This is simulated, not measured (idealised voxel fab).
You're looking at the process module voxel wiring stack.
The cross-section on display is named cut; it measures 155 nm wide, and its cells are 5 nm squares.
This document writes a cross-section as a grid whose cells are square, and gives it as bands, listed from the top down; one or more rows of cells form a band.
Read a band's entry like this: the first values are the height of its top and the height of its bottom in nm, and what follows is the sequence of materials from left to right, each with its width in nm. Note that "air" is empty space, and that a single material marked "full width" reaches across the band from edge to edge.
Height reference: 0 = level under which incoming wafer is all one material. Lowest band: no bottom, runs on downward, e.g. "top 0, no bottom".
You'd read "30->40" like this: the band's top row of cells is as wide as the first number, its bottom row is as wide as the second, and going down, every row changes width by the same amount as the row before did.
"everything unchanged" -> step changed no cross-section cell.
Entry "Enclosed internal voids" = empty spaces >= 8 cells with no open way to the top; each as width x height at distance, distance from left edge, all nm.
Anything after a step's settings on that line? It's the simulator's own note about the step.
overlay nm: mask right of planned place by this much (step with mask). Neg. = left.

**The process steps that were planned are listed below**
1: RECEIVE (material Si)
2: CONFORMAL_DEP (material SiO2; thk nm 10)
3: DIRECTIONAL_DEP (material TiN; thk nm 5)
4: DIRECTIONAL_DEP (material Ru; thk nm 25)
5: DIRECTIONAL_DEP (material aC; thk nm 15)
6: PATTERN (tone cover; mask id METAL_1; material resist; width nm 20; pitch nm 50; thk nm 35; overlay nm 0)
7: DIRECTIONAL_ETCH (etch materials aC; depth nm 15)
8: STRIP (etch materials resist)
9: DIRECTIONAL_ETCH (etch materials Ru; depth nm 25)
10: DIRECTIONAL_ETCH (etch materials TiN; depth nm 5)
11: STRIP (etch materials aC)
12: CONFORMAL_DEP (material SiCN; thk nm 5)
13: FILL_DEP (material SiO2; thk nm 10)
14: CMP (height nm 40)
15: CONFORMAL_DEP (material SiCN; thk nm 5)
16: DIRECTIONAL_DEP (material SiO2; thk nm 30)
17: MASKED_ETCH (tone open; mask id METAL_2; width nm 20; pitch nm 50; etch materials SiO2; depth nm 20; overlay nm 0)
18: PATTERN (tone open; mask id METAL_2_HOLES; material resist; width nm 15; pitch nm 100; thk nm 20; overlay nm 0)
19: DIRECTIONAL_ETCH (etch materials SiO2; depth nm 10)
20: DIRECTIONAL_ETCH (etch materials SiCN; depth nm 5)
21: STRIP (etch materials resist)
22: CONFORMAL_DEP (material TiN; thk nm 5)
23: FILL_DEP (material Cu; thk nm 10)
24: CMP (height nm 75)
25: CONFORMAL_DEP (material SiCN; thk nm 5)

**The first wafer of two, processed as planned**

**Cross-section of the wafer as it came to us, i.e., already through step 1**
  top 0, no bottom | Si full width
  Enclosed internal voids: none

**Step 2 done - wafer cross-section**
  top 10, bottom 0 | SiO2 full width
  below 0: unchanged

**Step 3 done - wafer cross-section**
  top 15, bottom 10 | TiN full width
  below 10: unchanged

**Step 4 done - wafer cross-section**
  top 40, bottom 15 | Ru full width
  below 15: unchanged

**Step 5 done - wafer cross-section**
  top 55, bottom 40 | aC full width
  below 40: unchanged

**Step 6 done - wafer cross-section**
  top 90, bottom 55 | 15 nm air, 20 nm resist, 30 nm air, 20 nm resist, 30 nm air, 20 nm resist, 20 nm air
  below 55: unchanged

**Step 7 done - wafer cross-section**
  top 75, bottom 55 | 15 nm air, 20 nm resist, 30 nm air, 20 nm resist, 30 nm air, 20 nm resist, 20 nm air
  top 55, bottom 40 | 15 nm air, 20 nm aC, 30 nm air, 20 nm aC, 30 nm air, 20 nm aC, 20 nm air
  below 40: unchanged

**Step 8 done - wafer cross-section**
  top 55, bottom 40 | 15 nm air, 20 nm aC, 30 nm air, 20 nm aC, 30 nm air, 20 nm aC, 20 nm air
  below 40: unchanged

**Step 9 done - wafer cross-section**
  top 55, bottom 40 | 15 nm air, 20 nm aC, 30 nm air, 20 nm aC, 30 nm air, 20 nm aC, 20 nm air
  top 40, bottom 15 | 15 nm air, 20 nm Ru, 30 nm air, 20 nm Ru, 30 nm air, 20 nm Ru, 20 nm air
  below 15: unchanged

**Step 10 done - wafer cross-section**
  top 55, bottom 40 | 15 nm air, 20 nm aC, 30 nm air, 20 nm aC, 30 nm air, 20 nm aC, 20 nm air
  top 40, bottom 15 | 15 nm air, 20 nm Ru, 30 nm air, 20 nm Ru, 30 nm air, 20 nm Ru, 20 nm air
  top 15, bottom 10 | 15 nm air, 20 nm TiN, 30 nm air, 20 nm TiN, 30 nm air, 20 nm TiN, 20 nm air
  below 10: unchanged

**Step 11 done - wafer cross-section**
  top 40, bottom 15 | 15 nm air, 20 nm Ru, 30 nm air, 20 nm Ru, 30 nm air, 20 nm Ru, 20 nm air
  below 15: unchanged

**Step 12 done - wafer cross-section**
  top 45, bottom 40 | 10 nm air, 30 nm SiCN, 20 nm air, 30 nm SiCN, 20 nm air, 30 nm SiCN, 15 nm air
  top 40, bottom 15 | 10 nm air, 5 nm SiCN, 20 nm Ru, 5 nm SiCN, 20 nm air, 5 nm SiCN, 20 nm Ru, 5 nm SiCN, 20 nm air, 5 nm SiCN, 20 nm Ru, 5 nm SiCN, 15 nm air
  top 15, bottom 10 | 15 nm SiCN, 20 nm TiN, 30 nm SiCN, 20 nm TiN, 30 nm SiCN, 20 nm TiN, 20 nm SiCN
  below 10: unchanged

**Step 13 done - wafer cross-section**
  top 55, bottom 45 | SiO2 full width
  top 45, bottom 40 | 10 nm SiO2, 30 nm SiCN, 20 nm SiO2, 30 nm SiCN, 20 nm SiO2, 30 nm SiCN, 15 nm SiO2
  top 40, bottom 15 | 10 nm SiO2, 5 nm SiCN, 20 nm Ru, 5 nm SiCN, 20 nm SiO2, 5 nm SiCN, 20 nm Ru, 5 nm SiCN, 20 nm SiO2, 5 nm SiCN, 20 nm Ru, 5 nm SiCN, 15 nm SiO2
  below 15: unchanged

**Step 14 done - wafer cross-section**
  top 40, bottom 15 | 10 nm SiO2, 5 nm SiCN, 20 nm Ru, 5 nm SiCN, 20 nm SiO2, 5 nm SiCN, 20 nm Ru, 5 nm SiCN, 20 nm SiO2, 5 nm SiCN, 20 nm Ru, 5 nm SiCN, 15 nm SiO2
  below 15: unchanged

**Step 15 done - wafer cross-section**
  top 45, bottom 40 | SiCN full width
  below 40: unchanged

**Step 16 done - wafer cross-section**
  top 75, bottom 45 | SiO2 full width
  below 45: unchanged

**Step 17 done - wafer cross-section**
  top 75, bottom 55 | 15 nm SiO2, 20 nm air, 30 nm SiO2, 20 nm air, 30 nm SiO2, 20 nm air, 20 nm SiO2
  below 55: unchanged

**Step 18 done - wafer cross-section**
  top 95, bottom 75 | 15 nm resist, 15 nm air, 85 nm resist, 15 nm air, 25 nm resist
  top 75, bottom 55 | 15 nm SiO2, 15 nm air, 5 nm resist, 30 nm SiO2, 20 nm resist, 30 nm SiO2, 15 nm air, 5 nm resist, 20 nm SiO2
  below 55: unchanged

**Step 19 done - wafer cross-section**
  top 95, bottom 75 | 15 nm resist, 15 nm air, 85 nm resist, 15 nm air, 25 nm resist
  top 75, bottom 55 | 15 nm SiO2, 15 nm air, 5 nm resist, 30 nm SiO2, 20 nm resist, 30 nm SiO2, 15 nm air, 5 nm resist, 20 nm SiO2
  top 55, bottom 45 | 15 nm SiO2, 15 nm air, 85 nm SiO2, 15 nm air, 25 nm SiO2
  below 45: unchanged

**Step 20 done - wafer cross-section**
  top 95, bottom 75 | 15 nm resist, 15 nm air, 85 nm resist, 15 nm air, 25 nm resist
  top 75, bottom 55 | 15 nm SiO2, 15 nm air, 5 nm resist, 30 nm SiO2, 20 nm resist, 30 nm SiO2, 15 nm air, 5 nm resist, 20 nm SiO2
  top 55, bottom 45 | 15 nm SiO2, 15 nm air, 85 nm SiO2, 15 nm air, 25 nm SiO2
  top 45, bottom 40 | 15 nm SiCN, 15 nm air, 85 nm SiCN, 15 nm air, 25 nm SiCN
  below 40: unchanged

**Step 21 done - wafer cross-section**
  top 75, bottom 55 | 15 nm SiO2, 20 nm air, 30 nm SiO2, 20 nm air, 30 nm SiO2, 20 nm air, 20 nm SiO2
  below 55: unchanged

**Step 22 done - wafer cross-section**
  top 80, bottom 75 | 20 nm TiN, 10 nm air, 40 nm TiN, 10 nm air, 40 nm TiN, 10 nm air, 25 nm TiN
  top 75, bottom 60 | 15 nm SiO2, 5 nm TiN, 10 nm air, 5 nm TiN, 30 nm SiO2, 5 nm TiN, 10 nm air, 5 nm TiN, 30 nm SiO2, 5 nm TiN, 10 nm air, 5 nm TiN, 20 nm SiO2
  top 60, bottom 55 | 15 nm SiO2, 5 nm TiN, 5 nm air, 10 nm TiN, 30 nm SiO2, 20 nm TiN, 30 nm SiO2, 5 nm TiN, 5 nm air, 10 nm TiN, 20 nm SiO2
  top 55, bottom 45 | 15 nm SiO2, 5 nm TiN, 5 nm air, 5 nm TiN, 85 nm SiO2, 5 nm TiN, 5 nm air, 5 nm TiN, 25 nm SiO2
  top 45, bottom 40 | 15 nm SiCN, 15 nm TiN, 85 nm SiCN, 15 nm TiN, 25 nm SiCN
  below 40: unchanged

**Step 23 done - wafer cross-section**
  top 90, bottom 80 | Cu full width
  top 80, bottom 75 | 20 nm TiN, 10 nm Cu, 40 nm TiN, 10 nm Cu, 40 nm TiN, 10 nm Cu, 25 nm TiN
  top 75, bottom 60 | 15 nm SiO2, 5 nm TiN, 10 nm Cu, 5 nm TiN, 30 nm SiO2, 5 nm TiN, 10 nm Cu, 5 nm TiN, 30 nm SiO2, 5 nm TiN, 10 nm Cu, 5 nm TiN, 20 nm SiO2
  top 60, bottom 55 | 15 nm SiO2, 5 nm TiN, 5 nm Cu, 10 nm TiN, 30 nm SiO2, 20 nm TiN, 30 nm SiO2, 5 nm TiN, 5 nm Cu, 10 nm TiN, 20 nm SiO2
  top 55, bottom 45 | 15 nm SiO2, 5 nm TiN, 5 nm Cu, 5 nm TiN, 85 nm SiO2, 5 nm TiN, 5 nm Cu, 5 nm TiN, 25 nm SiO2
  below 45: unchanged

**Step 24 done - wafer cross-section**
  top 75, bottom 60 | 15 nm SiO2, 5 nm TiN, 10 nm Cu, 5 nm TiN, 30 nm SiO2, 5 nm TiN, 10 nm Cu, 5 nm TiN, 30 nm SiO2, 5 nm TiN, 10 nm Cu, 5 nm TiN, 20 nm SiO2
  below 60: unchanged

**Step 25 done - wafer cross-section**
  top 80, bottom 75 | SiCN full width
  below 75: unchanged

**Second wafer. Start and plan as for the first. One mistake made in running. Agrees with the first up to and including step 15**

**Here is the second wafer in cross-section at the point where step 16 of the plan should have been done**
  top 105, bottom 45 | SiO2 full width
  below 45: unchanged

**Here is the second wafer in cross-section at the point where step 17 of the plan should have been done**
  top 105, bottom 85 | 15 nm SiO2, 20 nm air, 30 nm SiO2, 20 nm air, 30 nm SiO2, 20 nm air, 20 nm SiO2
  below 85: unchanged

**Here is the second wafer in cross-section at the point where step 18 of the plan should have been done**
  top 125, bottom 105 | 15 nm resist, 15 nm air, 85 nm resist, 15 nm air, 25 nm resist
  top 105, bottom 85 | 15 nm SiO2, 15 nm air, 5 nm resist, 30 nm SiO2, 20 nm resist, 30 nm SiO2, 15 nm air, 5 nm resist, 20 nm SiO2
  below 85: unchanged

**Here is the second wafer in cross-section at the point where step 19 of the plan should have been done**
  top 125, bottom 105 | 15 nm resist, 15 nm air, 85 nm resist, 15 nm air, 25 nm resist
  top 105, bottom 85 | 15 nm SiO2, 15 nm air, 5 nm resist, 30 nm SiO2, 20 nm resist, 30 nm SiO2, 15 nm air, 5 nm resist, 20 nm SiO2
  top 85, bottom 75 | 15 nm SiO2, 15 nm air, 85 nm SiO2, 15 nm air, 25 nm SiO2
  below 75: unchanged

Here is the second wafer in cross-section at the point where step 20 of the plan should have been done: everything unchanged

**Here is the second wafer in cross-section at the point where step 21 of the plan should have been done**
  top 105, bottom 85 | 15 nm SiO2, 20 nm air, 30 nm SiO2, 20 nm air, 30 nm SiO2, 20 nm air, 20 nm SiO2
  below 85: unchanged

**Here is the second wafer in cross-section at the point where step 22 of the plan should have been done**
  top 110, bottom 105 | 20 nm TiN, 10 nm air, 40 nm TiN, 10 nm air, 40 nm TiN, 10 nm air, 25 nm TiN
  top 105, bottom 90 | 15 nm SiO2, 5 nm TiN, 10 nm air, 5 nm TiN, 30 nm SiO2, 5 nm TiN, 10 nm air, 5 nm TiN, 30 nm SiO2, 5 nm TiN, 10 nm air, 5 nm TiN, 20 nm SiO2
  top 90, bottom 85 | 15 nm SiO2, 5 nm TiN, 5 nm air, 10 nm TiN, 30 nm SiO2, 20 nm TiN, 30 nm SiO2, 5 nm TiN, 5 nm air, 10 nm TiN, 20 nm SiO2
  top 85, bottom 80 | 15 nm SiO2, 5 nm TiN, 5 nm air, 5 nm TiN, 85 nm SiO2, 5 nm TiN, 5 nm air, 5 nm TiN, 25 nm SiO2
  top 80, bottom 75 | 15 nm SiO2, 15 nm TiN, 85 nm SiO2, 15 nm TiN, 25 nm SiO2
  below 75: unchanged

**Here is the second wafer in cross-section at the point where step 23 of the plan should have been done**
  top 120, bottom 110 | Cu full width
  top 110, bottom 105 | 20 nm TiN, 10 nm Cu, 40 nm TiN, 10 nm Cu, 40 nm TiN, 10 nm Cu, 25 nm TiN
  top 105, bottom 90 | 15 nm SiO2, 5 nm TiN, 10 nm Cu, 5 nm TiN, 30 nm SiO2, 5 nm TiN, 10 nm Cu, 5 nm TiN, 30 nm SiO2, 5 nm TiN, 10 nm Cu, 5 nm TiN, 20 nm SiO2
  top 90, bottom 85 | 15 nm SiO2, 5 nm TiN, 5 nm Cu, 10 nm TiN, 30 nm SiO2, 20 nm TiN, 30 nm SiO2, 5 nm TiN, 5 nm Cu, 10 nm TiN, 20 nm SiO2
  top 85, bottom 80 | 15 nm SiO2, 5 nm TiN, 5 nm Cu, 5 nm TiN, 85 nm SiO2, 5 nm TiN, 5 nm Cu, 5 nm TiN, 25 nm SiO2
  below 80: unchanged

**Here is the second wafer in cross-section at the point where step 24 of the plan should have been done**
  top 75, bottom 45 | SiO2 full width
  below 45: unchanged

**Here is the second wafer in cross-section at the point where step 25 of the plan should have been done**
  top 80, bottom 75 | SiCN full width
  below 75: unchanged
Nonconformance to the process plan: plan step 16 was conducted twice
End of process, cell counts, second wafer against first, materials with more or fewer: -24 Cu; +6 SiCN; +60 SiO2; -42 TiN
